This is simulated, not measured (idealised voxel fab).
Proc. module: voxel self aligned vias
For reference, the cross-section in this document is cut, with width 225 nm and square cells of 5 nm.
If you're reading a cross-section in this doc, picture square cells in a grid; it comes to you as bands, top ones listed first down to the bottom, and a band can be one or more rows of cells. Each band's line starts with the height of the band's top and of its bottom, in nm. Then come its materials from left to right, each with its width in nm. One material with "everywhere" fills the band from edge to edge. "empty" is empty space. Heights are reckoned from 0. Under this level, the received wafer is all of one material. The bottommost band is open-ended downward, for example "0 nm and below". The two numbers in a width such as "30 to 40" mark its ends across the band: the first belongs to the top row of cells, the second to the bottom row, and from each row to the next the width moves by the same amount. "no alteration" -> step changed no cross-section cell. "Cavities, sealed" lists enclosed empty spaces (at least 8 cells, no open path upward to the top), each as width x height at distance from the left edge, in nm. Post-settings text on a step line: simulator's own remark regarding the step. When a step includes a mask, the "overlay nm" setting on its line states how far to the right of its planned place that mask lay, and negative values state how far to the left.
Steps in the process plan:
1 RECEIVE: material Si
2 CONFORMAL_DEP: material SiO2, thk nm 15
3 CONFORMAL_DEP: material SiCN, thk nm 5
4 DIRECTIONAL_DEP: material lowk, thk nm 20
5 PATTERN: tone open, mask id LINES, material resist, width nm 20, pitch nm 65, thk nm 15, overlay nm 0
6 DIRECTIONAL_ETCH: etch materials lowk, depth nm 20
7 STRIP: etch materials resist
8 CONFORMAL_DEP: material TiN, thk nm 5
9 FILL_DEP: material Ru, thk nm 5
10 CMP: height nm 40
11 SELECTIVE_ETCH: etch materials W Ru TiN, depth nm 5
12 FILL_DEP: material SiN, thk nm 10
13 CMP: height nm 40
14 DIRECTIONAL_DEP: material lowk, thk nm 15
15 DIRECTIONAL_DEP: material aC, thk nm 15
16 PATTERN: tone open, mask id VIAS, material resist, width nm 40, pitch nm 65, thk nm 35, overlay nm 0
17 DIRECTIONAL_ETCH: etch materials aC, depth nm 15
18 STRIP: etch materials resist
19 DIRECTIONAL_ETCH: etch materials lowk, depth nm 15
20 DIRECTIONAL_ETCH: etch materials SiN, depth nm 5
21 STRIP: etch materials aC
22 CONFORMAL_DEP: material TiN, thk nm 5
23 FILL_DEP: material W, thk nm 5
24 CMP: height nm 55
25 CONFORMAL_DEP: material SiCN, thk nm 5
Cross-section of the incoming wafer, state after step 1:
    0 nm and below = Si everywhere
    Cavities, sealed: none
First of two wafers: cross-section at end of module, run per plan:
    60 nm to 55 nm = SiCN everywhere
    55 nm to 45 nm = 25 nm lowk; 5 nm TiN; 30 nm W; 5 nm TiN; 25 nm lowk; 5 nm TiN; 30 nm W; 5 nm TiN; 25 nm lowk; 5 nm TiN; 30 nm W; 5 nm TiN; 30 nm lowk
    45 nm to 40 nm = 25 nm lowk; 15 nm TiN; 10 nm W; 15 nm TiN; 25 nm lowk; 15 nm TiN; 10 nm W; 15 nm TiN; 25 nm lowk; 15 nm TiN; 10 nm W; 15 nm TiN; 30 nm lowk
    40 nm to 35 nm = 35 nm lowk; 20 nm TiN; 45 nm lowk; 20 nm TiN; 45 nm lowk; 20 nm TiN; 40 nm lowk
    35 nm to 25 nm = 35 nm lowk; 5 nm TiN; 10 nm Ru; 5 nm TiN; 45 nm lowk; 5 nm TiN; 10 nm Ru; 5 nm TiN; 45 nm lowk; 5 nm TiN; 10 nm Ru; 5 nm TiN; 40 nm lowk
    25 nm to 20 nm = 35 nm lowk; 20 nm TiN; 45 nm lowk; 20 nm TiN; 45 nm lowk; 20 nm TiN; 40 nm lowk
    20 nm to 15 nm = SiCN everywhere
    15 nm to 0 nm = SiO2 everywhere
    0 nm and below = Si everywhere
    Cavities, sealed: none
Same start, same plan as the first wafer - but one mistake in the run. Cross-section of the second of the two at the end of the module:
    60 nm to 55 nm = SiCN everywhere
    55 nm to 40 nm = 25 nm lowk; 5 nm TiN; 30 nm W; 5 nm TiN; 25 nm lowk; 5 nm TiN; 30 nm W; 5 nm TiN; 25 nm lowk; 5 nm TiN; 30 nm W; 5 nm TiN; 30 nm lowk
    40 nm to 35 nm = 25 nm SiN; 40 nm TiN; 25 nm SiN; 40 nm TiN; 25 nm SiN; 40 nm TiN; 30 nm SiN
    35 nm to 20 nm = 35 nm lowk; 5 nm TiN; 10 nm Ru; 5 nm TiN; 45 nm lowk; 5 nm TiN; 10 nm Ru; 5 nm TiN; 45 nm lowk; 5 nm TiN; 10 nm Ru; 5 nm TiN; 40 nm lowk
    20 nm to 15 nm = 35 nm lowk; 20 nm TiN; 45 nm lowk; 20 nm TiN; 45 nm lowk; 20 nm TiN; 40 nm lowk
    15 nm to 0 nm = SiO2 everywhere
    0 nm and below = Si everywhere
    Cavities, sealed: none
what went wrong: step 3 in the plan did not get run; it was skipped
At the finish, the second wafer shows more or fewer cells for some materials than the first does: +6 Ru | -45 SiCN | +21 SiN | +6 TiN | +12 W
